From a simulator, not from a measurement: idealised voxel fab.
This is a process module. Its name is voxel ribs on slabs.
Xsec cut, 155 nm wide, square cell size 5 nm.
When this document writes out a cross-section, it uses a grid of square cells and lists it as bands, beginning at the top and moving down, with a band standing for one or more rows of cells. The entry gives the band's vertical extent as a top height and a bottom height in nm, then its horizontal make-up as materials from left to right, each with a width in nm. "blank" stands for empty space; a single material marked "all across" fills the band edge to edge. Heights are measured from 0, the level below which the as-received wafer is all one material; the lowest band has no bottom and continues downward, written as in "0 -> down". A width given as "30..40" starts at the first number in the band's top row and ends at the second number in its bottom row, shifting by an equal amount at every step from row to row. When a step is marked "no change occurred", none of the cells in the cross-section changed during that step. You'll see "Closed internal voids" listing empty spaces that have no way open to the top, as long as they're 8 cells or more; the notation is width x height at distance, where the distance is from the left edge, and all of it is in nm. On a step's line, text after the settings is the simulator commenting on that step. overlay nm: where the mask lay relative to plan, measured to the right, on steps with a mask; negatives go left.

[Here's what the planned process steps look like]
step 1: RECEIVE,material Si
step 2: DIRECTIONAL_DEP,material SiO2,thk nm 30
step 3: DIRECTIONAL_DEP,material SiN,thk nm 25
step 4: PATTERN,tone cover,mask id RIB,material resist,width nm 20,thk nm 15,overlay nm 0
step 5: DIRECTIONAL_ETCH,etch materials SiN,depth nm 20
step 6: STRIP,etch materials resist
step 7: MASKED_ETCH,tone cover,mask id SLAB,width nm 50,etch materials SiN,depth nm 5,overlay nm 0
step 8: FILL_DEP,material SiO2,thk nm 20
step 9: CMP,height nm 70
step 10: DIRECTIONAL_DEP,material W,thk nm 10
step 11: DIRECTIONAL_DEP,material aC,thk nm 15
step 12: PATTERN,tone cover,mask id HEATER,material resist,width nm 30,thk nm 30,overlay nm 0
step 13: DIRECTIONAL_ETCH,etch materials aC,depth nm 15
step 14: STRIP,etch materials resist
step 15: DIRECTIONAL_ETCH,etch materials W,depth nm 10
step 16: STRIP,etch materials aC
step 17: CONFORMAL_DEP,material SiN,thk nm 5

[Incoming wafer, cross-sectional view, post step 1]
  0 -> down: Si all across
  Closed internal voids: none

[Below is the wafer in cross-section after the module was completed. It began from the starting point shown above and followed the plan shown above, except that one mistake was made while running it]
  85 -> 80: 55 of blank; 40 of SiN; 60 of blank
  80 -> 75: 55 of blank; 5 of SiN; 30 of W; 5 of SiN; 60 of blank
  75 -> 70: 60 of SiN; 30 of W; 65 of SiN
  70 -> 55: SiO2 all across
  55 -> 35: 65 of SiO2; 20 of SiN; 70 of SiO2
  35 -> 30: 60 of SiO2; 50 of SiN; 45 of SiO2
  30 -> 0: SiO2 all across
  0 -> down: Si all across
  Closed internal voids: none
Against the plan, the run slipped here: step 7, actual vs plan mismatch, actual run MASKED_ETCH,tone cover,mask id SLAB,width nm 50,etch materials SiN,depth nm 5,overlay nm 10
